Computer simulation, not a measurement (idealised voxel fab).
process module | voxel double patterning
Shown is cross-section cut, with a width of 260 nm and square cells of size 5 nm.
The cross-sections in this document take the form of a grid made of square cells. They are written out as bands, in order from top to bottom. Each band consists of one or more rows of cells. The band entry comprises the height of the band's top followed by the height of its bottom, expressed in nm, and subsequently the band's materials from left to right, each stated together with its width in nm. Where a single material is marked with the word "everywhere", that material fills the band from edge to edge. The word "empty" represents empty space. Heights are measured from 0, the level below which the as-received wafer is all one material; the lowest band has no bottom and continues downward, written as in "top 0, no bottom". You'd read "30..40" like this: the band's top row of cells is as wide as the first number, its bottom row is as wide as the second, and going down, every row changes width by the same amount as the row before did. You'll sometimes find "no change" written for a step, and that's the way of saying that nowhere in the cross-section did a cell change during that step. The list in "Fully sealed cavities" covers empty spaces of 8 cells or more that cannot reach the top through any open way, and it gives each as width x height at distance; the distance is from the left edge, and width, height and distance are in nm. Heads up: the bit after the settings on a step's line is the simulator's remark on that step. "overlay nm", when on a step's line for a step with a mask, measures how far to the right of its planned place the mask lay; a negative measure means to the left.

## List of planned process steps
- 1: RECEIVE [material Si]
- 2: CONFORMAL_DEP [material SiO2] [thk nm 5]
- 3: DIRECTIONAL_DEP [material TiN] [thk nm 10]
- 4: DIRECTIONAL_DEP [material SiCN] [thk nm 10]
- 5: DIRECTIONAL_DEP [material aC] [thk nm 10]
- 6: PATTERN [tone open] [mask id FIRST] [material resist] [width nm 15] [pitch nm 50] [thk nm 30] [overlay nm 0]
- 7: DIRECTIONAL_ETCH [etch materials aC] [depth nm 10]
- 8: STRIP [etch materials resist]
- 9: DIRECTIONAL_ETCH [etch materials SiCN] [depth nm 10]
- 10: STRIP [etch materials aC]
- 11: PATTERN [tone open] [mask id SECOND] [material resist] [width nm 15] [thk nm 15] [overlay nm 0]
- 12: DIRECTIONAL_ETCH [etch materials SiCN] [depth nm 10]
- 13: STRIP [etch materials resist]
- 14: DIRECTIONAL_ETCH [etch materials TiN] [depth nm 10]
- 15: STRIP [etch materials SiCN]

## Wafer at receipt (post step 1), cross-section
- top 0, no bottom  Si everywhere
- Fully sealed cavities: none

## Cross-section: first of two wafers, module finished, run according to plan
- top 15, bottom 5  TiN=95 / empty=15 / TiN=10 / empty=15 / TiN=10 / empty=15 / TiN=100
- top 5, bottom 0  SiO2 everywhere
- top 0, no bottom  Si everywhere
- Fully sealed cavities: none

## Wafer two, sectioned after the module: the first wafer's start, the first wafer's plan, and one mistake in how it was run
- top 35, bottom 25  SiO2 everywhere
- top 25, bottom 15  SiCN everywhere
- top 15, bottom 5  TiN everywhere
- top 5, bottom 0  SiO2 everywhere
- top 0, no bottom  Si everywhere
- Fully sealed cavities: none
Heads up, the wafer didn't run the way we planned it: step 5 ran as: DIRECTIONAL_DEP [material SiO2] [thk nm 10]
Looking at both finished wafers in cells, the second ends up ahead of or behind the first on some materials: 104 more of SiCN; 104 more of SiO2; 18 more of TiN
